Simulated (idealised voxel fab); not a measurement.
The name of this process module is voxel self aligned contacts.
Square cells of 5 nm make up the cross-section cut, whose width is 200 nm.
Heads up, the way a cross-section reads in here is a grid of square cells, handed over as bands from the top down, with every band being one or more rows of cells.
What a band's entry tells you: where the top is and where the bottom is, as heights in nm, and after that what lies inside, material by material from left to right, each with its width in nm. Empty space is written as the word "air", and a single material marked with the word "all across" occupies the band from edge to edge.
Height datum 0, below which the as-received substrate wafer is one material. Lowest band open at the bottom, running downward: "0 -> down".
The expression "30..40" gives the width at the extremes of the band, the first number at its top row of cells and the second at its bottom row, with the width changing by equal amounts from each row to the next in between.
"identical to before" after a step means that no cell of the cross-section changed.
Enclosed voids (no open way to top), threshold 8 cells or more, entry "Enclosed void list", notation width x height at distance, distance from left edge, nm.
Anything after a step's settings on that line? It's the simulator's own note about the step.
overlay nm: right-of-plan distance of the mask on a masked step; negative values mean left-of-plan.

-- Here's what the planned process steps look like
1: op RECEIVE | material Si
2: op OXIDIZE | depth nm 5
3: op DIRECTIONAL_DEP | material polySi | thk nm 30
4: op DIRECTIONAL_DEP | material SiN | thk nm 20
5: op DIRECTIONAL_DEP | material aC | thk nm 15
6: op PATTERN | tone cover | mask id GATE | material resist | width nm 25 | pitch nm 60 | thk nm 35 | overlay nm 0
7: op DIRECTIONAL_ETCH | etch materials aC | depth nm 15
8: op STRIP | etch materials resist
9: op DIRECTIONAL_ETCH | etch materials SiN | depth nm 20
10: op DIRECTIONAL_ETCH | etch materials polySi | depth nm 30
11: op STRIP | etch materials aC
12: op CONFORMAL_DEP | material SiN | thk nm 10
13: op DIRECTIONAL_ETCH | etch materials SiN | depth nm 10
14: op FILL_DEP | material SiO2 | thk nm 20
15: op CMP | height nm 60
16: op PATTERN | tone open | mask id CONTACT | material resist | width nm 45 | pitch nm 60 | thk nm 15 | overlay nm 0
17: op DIRECTIONAL_ETCH | etch materials SiO2 | depth nm 65
18: op STRIP | etch materials resist
19: op CONFORMAL_DEP | material TiN | thk nm 5
20: op FILL_DEP | material Ru | thk nm 10
21: op CMP | height nm 60
22: op CONFORMAL_DEP | material SiCN | thk nm 5

-- Cross-section of the incoming wafer, state after step 1
* 0 -> down = Si all across
* Enclosed void list: none

-- a wafer at the end: this start, this plan, one mistake
* 65 -> 60 = SiCN all across
* 60 -> 50 = SiO2 45 nm, then TiN 5..20 nm, then Ru 35..5 nm, then TiN 5..20 nm, then SiO2 15 nm, then TiN 5..20 nm, then Ru 35..5 nm, then TiN 5..20 nm, then SiO2 50 nm
* 50 -> 30 = SiO2 15 nm, then SiN 45 nm, then TiN 5 nm, then Ru 5 nm, then TiN 5 nm, then SiN 45 nm, then TiN 5 nm, then Ru 5 nm, then TiN 5 nm, then SiN 45 nm, then SiO2 20 nm
* 30 -> 25 = SiO2 60 nm, then TiN 15 nm, then SiO2 45 nm, then TiN 15 nm, then SiO2 65 nm
* 25 -> 0 = polySi all across
* 0 -> down = Si all across
* Enclosed void list: none
Short version of what went wrong: steps 2 and 3 traded places in the executed sequence
